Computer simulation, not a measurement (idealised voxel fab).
You're looking at the process module voxel fin reveal.
Square cells of 5 nm make up the cross-section cut, whose width is 290 nm.
Notation: cross-section as square-cell grid; stated in bands, top first, going down; one or more cell rows per band. Basically the band line says how high the top is and how high the bottom is, in nm, and then what's in it from left to right, every material with its width in nm. Empty space shows up as "empty", and if a single material carries "all across" it runs the full band edge to edge. Heights are expressed relative to 0, this being the level below which the as-received wafer comprises one material exclusively. The lowest band is unbounded in the downward direction and is denoted as in "z 0 and below". The notation "30..40" denotes a width that varies across the rows of cells in the band, beginning at the first number in the top row, finishing at the second number in the bottom row, and changing by an identical amount from each row to the next. Basically "no alterations made" means that step didn't change any cell in the cross-section. "Unvented voids" means: voids of 8 cells or more that are shut off from the top with no open way through. Written width x height at distance, distance from the left edge, in nm. What comes after the settings on a step's line is commentary from the simulator itself on that step. overlay nm: on a step with a mask, how far right of its planned place the mask lay; negative means left.
## Planned process steps
1. op RECEIVE | material Si
2. op CONFORMAL_DEP | material SiN | thk nm 10
3. op DIRECTIONAL_DEP | material aC | thk nm 15
4. op PATTERN | tone cover | mask id FINS | material resist | width nm 15 | pitch nm 35 | thk nm 30 | overlay nm 0
5. op DIRECTIONAL_ETCH | etch materials aC | depth nm 15
6. op STRIP | etch materials resist
7. op DIRECTIONAL_ETCH | etch materials SiN | depth nm 10
8. op DIRECTIONAL_ETCH | etch materials Si | depth nm 35
9. op STRIP | etch materials aC
10. op OXIDIZE | depth nm 5
11. op FILL_DEP | material SiO2 | thk nm 5
12. op CMP | height nm 10
13. op SELECTIVE_ETCH | etch materials SiO2 | depth nm 35
14. op STRIP | etch materials SiN
15. op CONFORMAL_DEP | material SiO2 | thk nm 5
## First of the two wafers, run per plan
## Incoming wafer, cross-sectional view, post step 1
z 0 and below = Si all across
Unvented voids: none
## After step 2: wafer cross-section
z 10 to 0 = SiN all across
Everything under 0 stays put, no change at all.
## After step 3: wafer cross-section
z 25 to 10 = aC all across
Everything under 10 stays put, no change at all.
## After step 4: wafer cross-section
z 55 to 25 = empty (85) | resist (15) | empty (20) | resist (15) | empty (20) | resist (15) | empty (20) | resist (15) | empty (85)
Everything under 25 stays put, no change at all.
## After step 5: wafer cross-section
z 40 to 25 = empty (85) | resist (15) | empty (20) | resist (15) | empty (20) | resist (15) | empty (20) | resist (15) | empty (85)
z 25 to 10 = empty (85) | aC (15) | empty (20) | aC (15) | empty (20) | aC (15) | empty (20) | aC (15) | empty (85)
Everything under 10 stays put, no change at all.
## After step 6: wafer cross-section
z 25 to 10 = empty (85) | aC (15) | empty (20) | aC (15) | empty (20) | aC (15) | empty (20) | aC (15) | empty (85)
Everything under 10 stays put, no change at all.
## After step 7: wafer cross-section
z 25 to 10 = empty (85) | aC (15) | empty (20) | aC (15) | empty (20) | aC (15) | empty (20) | aC (15) | empty (85)
z 10 to 0 = empty (85) | SiN (15) | empty (20) | SiN (15) | empty (20) | SiN (15) | empty (20) | SiN (15) | empty (85)
Everything under 0 stays put, no change at all.
## After step 8: wafer cross-section
z 25 to 10 = empty (85) | aC (15) | empty (20) | aC (15) | empty (20) | aC (15) | empty (20) | aC (15) | empty (85)
z 10 to 0 = empty (85) | SiN (15) | empty (20) | SiN (15) | empty (20) | SiN (15) | empty (20) | SiN (15) | empty (85)
z 0 to -35 = empty (85) | Si (15) | empty (20) | Si (15) | empty (20) | Si (15) | empty (20) | Si (15) | empty (85)
Everything under -35 stays put, no change at all.
## After step 9: wafer cross-section
z 10 to 0 = empty (85) | SiN (15) | empty (20) | SiN (15) | empty (20) | SiN (15) | empty (20) | SiN (15) | empty (85)
Everything under 0 stays put, no change at all.
## After step 10: wafer cross-section
z 10 to 0 = empty (85) | SiN (15) | empty (20) | SiN (15) | empty (20) | SiN (15) | empty (20) | SiN (15) | empty (85)
z 0 to -35 = empty (85) | SiO2 (5) | Si (5) | SiO2 (5) | empty (20) | SiO2 (5) | Si (5) | SiO2 (5) | empty (20) | SiO2 (5) | Si (5) | SiO2 (5) | empty (20) | SiO2 (5) | Si (5) | SiO2 (5) | empty (85)
z -35 to -40 = SiO2 (90) | Si (5) | SiO2 (30) | Si (5) | SiO2 (30) | Si (5) | SiO2 (30) | Si (5) | SiO2 (90)
Everything under -40 stays put, no change at all.
## After step 11: wafer cross-section
z 15 to 10 = SiO2 all across
z 10 to 0 = SiO2 (85) | SiN (15) | SiO2 (20) | SiN (15) | SiO2 (20) | SiN (15) | SiO2 (20) | SiN (15) | SiO2 (85)
z 0 to -40 = SiO2 (90) | Si (5) | SiO2 (30) | Si (5) | SiO2 (30) | Si (5) | SiO2 (30) | Si (5) | SiO2 (90)
Everything under -40 stays put, no change at all.
## After step 12: wafer cross-section
z 10 to 0 = SiO2 (85) | SiN (15) | SiO2 (20) | SiN (15) | SiO2 (20) | SiN (15) | SiO2 (20) | SiN (15) | SiO2 (85)
Everything under 0 stays put, no change at all.
## After step 13: wafer cross-section
z 10 to 0 = empty (85) | SiN (15) | empty (20) | SiN (15) | empty (20) | SiN (15) | empty (20) | SiN (15) | empty (85)
z 0 to -25 = empty (90) | Si (5) | empty (30) | Si (5) | empty (30) | Si (5) | empty (30) | Si (5) | empty (90)
Everything under -25 stays put, no change at all.
## After step 14: wafer cross-section
z 0 to -25 = empty (90) | Si (5) | empty (30) | Si (5) | empty (30) | Si (5) | empty (30) | Si (5) | empty (90)
Everything under -25 stays put, no change at all.
## After step 15: wafer cross-section
z 5 to 0 = empty (85) | SiO2 (15) | empty (20) | SiO2 (15) | empty (20) | SiO2 (15) | empty (20) | SiO2 (15) | empty (85)
z 0 to -20 = empty (85) | SiO2 (5) | Si (5) | SiO2 (5) | empty (20) | SiO2 (5) | Si (5) | SiO2 (5) | empty (20) | SiO2 (5) | Si (5) | SiO2 (5) | empty (20) | SiO2 (5) | Si (5) | SiO2 (5) | empty (85)
z -20 to -40 = SiO2 (90) | Si (5) | SiO2 (30) | Si (5) | SiO2 (30) | Si (5) | SiO2 (30) | Si (5) | SiO2 (90)
Everything under -40 stays put, no change at all.
## Regarding the second of the two wafers: it shared the first wafer's starting condition and process plan, yet one error occurred during its execution. Its history coincides with that of the first wafer up to and including step 7
## What the second wafer looks like in cross-section when step 8 should have wrapped up
z 25 to 10 = empty (85) | aC (15) | empty (20) | aC (15) | empty (20) | aC (15) | empty (20) | aC (15) | empty (85)
z 10 to 0 = empty (85) | SiN (15) | empty (20) | SiN (15) | empty (20) | SiN (15) | empty (20) | SiN (15) | empty (85)
z 0 to -70 = empty (85) | Si (15) | empty (20) | Si (15) | empty (20) | Si (15) | empty (20) | Si (15) | empty (85)
Everything under -70 stays put, no change at all.
## What the second wafer looks like in cross-section when step 9 should have wrapped up
z 10 to 0 = empty (85) | SiN (15) | empty (20) | SiN (15) | empty (20) | SiN (15) | empty (20) | SiN (15) | empty (85)
Everything under 0 stays put, no change at all.
## What the second wafer looks like in cross-section when step 10 should have wrapped up
z 10 to 0 = empty (85) | SiN (15) | empty (20) | SiN (15) | empty (20) | SiN (15) | empty (20) | SiN (15) | empty (85)
z 0 to -70 = empty (85) | SiO2 (5) | Si (5) | SiO2 (5) | empty (20) | SiO2 (5) | Si (5) | SiO2 (5) | empty (20) | SiO2 (5) | Si (5) | SiO2 (5) | empty (20) | SiO2 (5) | Si (5) | SiO2 (5) | empty (85)
z -70 to -75 = SiO2 (90) | Si (5) | SiO2 (30) | Si (5) | SiO2 (30) | Si (5) | SiO2 (30) | Si (5) | SiO2 (90)
Everything under -75 stays put, no change at all.
## What the second wafer looks like in cross-section when step 11 should have wrapped up
z 15 to 10 = SiO2 all across
z 10 to 0 = SiO2 (85) | SiN (15) | SiO2 (20) | SiN (15) | SiO2 (20) | SiN (15) | SiO2 (20) | SiN (15) | SiO2 (85)
z 0 to -75 = SiO2 (90) | Si (5) | SiO2 (30) | Si (5) | SiO2 (30) | Si (5) | SiO2 (30) | Si (5) | SiO2 (90)
Everything under -75 stays put, no change at all.
## What the second wafer looks like in cross-section when step 12 should have wrapped up
z 10 to 0 = SiO2 (85) | SiN (15) | SiO2 (20) | SiN (15) | SiO2 (20) | SiN (15) | SiO2 (20) | SiN (15) | SiO2 (85)
Everything under 0 stays put, no change at all.
## What the second wafer looks like in cross-section when step 13 should have wrapped up
z 10 to 0 = empty (85) | SiN (15) | empty (20) | SiN (15) | empty (20) | SiN (15) | empty (20) | SiN (15) | empty (85)
z 0 to -25 = empty (90) | Si (5) | empty (30) | Si (5) | empty (30) | Si (5) | empty (30) | Si (5) | empty (90)
Everything under -25 stays put, no change at all.
## What the second wafer looks like in cross-section when step 14 should have wrapped up
z 0 to -25 = empty (90) | Si (5) | empty (30) | Si (5) | empty (30) | Si (5) | empty (30) | Si (5) | empty (90)
Everything under -25 stays put, no change at all.
## What the second wafer looks like in cross-section when step 15 should have wrapped up
z 5 to 0 = empty (85) | SiO2 (15) | empty (20) | SiO2 (15) | empty (20) | SiO2 (15) | empty (20) | SiO2 (15) | empty (85)
z 0 to -20 = empty (85) | SiO2 (5) | Si (5) | SiO2 (5) | empty (20) | SiO2 (5) | Si (5) | SiO2 (5) | empty (20) | SiO2 (5) | Si (5) | SiO2 (5) | empty (20) | SiO2 (5) | Si (5) | SiO2 (5) | empty (85)
z -20 to -75 = SiO2 (90) | Si (5) | SiO2 (30) | Si (5) | SiO2 (30) | Si (5) | SiO2 (30) | Si (5) | SiO2 (90)
Everything under -75 stays put, no change at all.
Run error: step 8 of the plan was performed twice
End check, counted in cells, second wafer has more or fewer of these materials than the first: 378 fewer of Si, 378 more of SiO2
